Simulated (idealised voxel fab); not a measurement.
process module | voxel self aligned vias
cross-section cut | 250 nm wide | cells 5 nm
A cross-section is a grid of square cells, given in bands from the top down. A band is one or more rows of cells.
Each band's line starts with the height of the band's top and of its bottom, in nm. Then come its materials from left to right, each with its width in nm. One material with "throughout" fills the band from edge to edge. "air" is empty space.
Height 0 is the level under which the wafer as received is all one material. The lowest band goes on downwards, as in "0 down".
A width such as "30 to 40" changes by the same amount from each row of cells to the next, from the band's top row to its bottom row.
"no change" after a step means that no cell of the cross-section changed.
closed voids: empty space of 8 cells or more with no open way to the top, each as width x height at its distance from the left edge, in nm
after a step's settings: what the simulator itself notes on the step
overlay nm, on a step with a mask: how far to the right of its planned place the mask lay; to the left if negative
plan
1 op RECEIVE | material Si
2 op CONFORMAL_DEP | material SiO2 | thk nm 15
3 op CONFORMAL_DEP | material SiCN | thk nm 5
4 op DIRECTIONAL_DEP | material SiO2 | thk nm 20
5 op MASKED_ETCH | tone open | mask id LINES | width nm 20 | pitch nm 60 | etch materials SiO2 | depth nm 20 | overlay nm 0
6 op CONFORMAL_DEP | material TiN | thk nm 5
7 op FILL_DEP | material Ru | thk nm 5
8 op CMP | height nm 40
9 op SELECTIVE_ETCH | etch materials W Ru TiN | depth nm 10
10 op FILL_DEP | material SiN | thk nm 5
11 op CMP | height nm 40
12 op DIRECTIONAL_DEP | material SiO2 | thk nm 15
13 op PATTERN | tone open | mask id VIAS | material resist | width nm 30 | pitch nm 120 | thk nm 20 | overlay nm 0
14 op DIRECTIONAL_ETCH | etch materials SiO2 | depth nm 15
15 op DIRECTIONAL_ETCH | etch materials SiN | depth nm 10
16 op STRIP | etch materials resist
17 op CONFORMAL_DEP | material TiN | thk nm 5
18 op FILL_DEP | material Ru | thk nm 10
19 op CMP | height nm 55
20 op CONFORMAL_DEP | material SiN | thk nm 5
as received, after step 1
  0 down: Si throughout
  closed voids: none
first wafer at the end, as planned
  60 to 55: SiN throughout
  55 to 45: SiO2 50 | TiN 5 | Ru 20 | TiN 5 | SiO2 90 | TiN 5 | Ru 20 | TiN 5 | SiO2 50
  45 to 40: SiO2 50 | TiN 10 | Ru 10 | TiN 10 | SiO2 90 | TiN 10 | Ru 10 | TiN 10 | SiO2 50
  40 to 35: SiO2 55 | TiN 5 | Ru 10 | TiN 5 | SiO2 40 | SiN 20 | SiO2 40 | TiN 5 | Ru 10 | TiN 5 | SiO2 55
  35 to 30: SiO2 55 | TiN 20 | SiO2 40 | SiN 20 | SiO2 40 | TiN 20 | SiO2 55
  30 to 25: SiO2 55 | TiN 5 | Ru 10 | TiN 5 | SiO2 40 | TiN 5 | Ru 10 | TiN 5 | SiO2 40 | TiN 5 | Ru 10 | TiN 5 | SiO2 55
  25 to 20: SiO2 55 | TiN 20 | SiO2 40 | TiN 20 | SiO2 40 | TiN 20 | SiO2 55
  20 to 15: SiCN throughout
  15 to 0: SiO2 throughout
  0 down: Si throughout
  closed voids: none
second wafer at the end: like start, like plan, one mistake
  60 to 55: SiN throughout
  55 to 40: SiO2 50 | TiN 5 | Ru 20 | TiN 5 | SiO2 90 | TiN 5 | Ru 20 | TiN 5 | SiO2 50
  40 to 35: SiO2 50 | TiN 5 | Ru 20 | TiN 5 | SiO2 35 | SiN 20 | SiO2 35 | TiN 5 | Ru 20 | TiN 5 | SiO2 50
  35 to 30: SiO2 50 | TiN 30 | SiO2 35 | SiN 20 | SiO2 35 | TiN 30 | SiO2 50
  30 to 25: SiO2 55 | TiN 5 | Ru 10 | TiN 5 | SiO2 40 | TiN 5 | Ru 10 | TiN 5 | SiO2 40 | TiN 5 | Ru 10 | TiN 5 | SiO2 55
  25 to 20: SiO2 55 | TiN 20 | SiO2 40 | TiN 20 | SiO2 40 | TiN 20 | SiO2 55
  20 to 15: SiCN throughout
  15 to 0: SiO2 throughout
  0 down: Si throughout
  closed voids: none
what went wrong: step 14 ran as: op DIRECTIONAL_ETCH | etch materials SiO2 | depth nm 25
at the end the second wafer has, in cells: 8 more of Ru | 8 fewer of SiO2
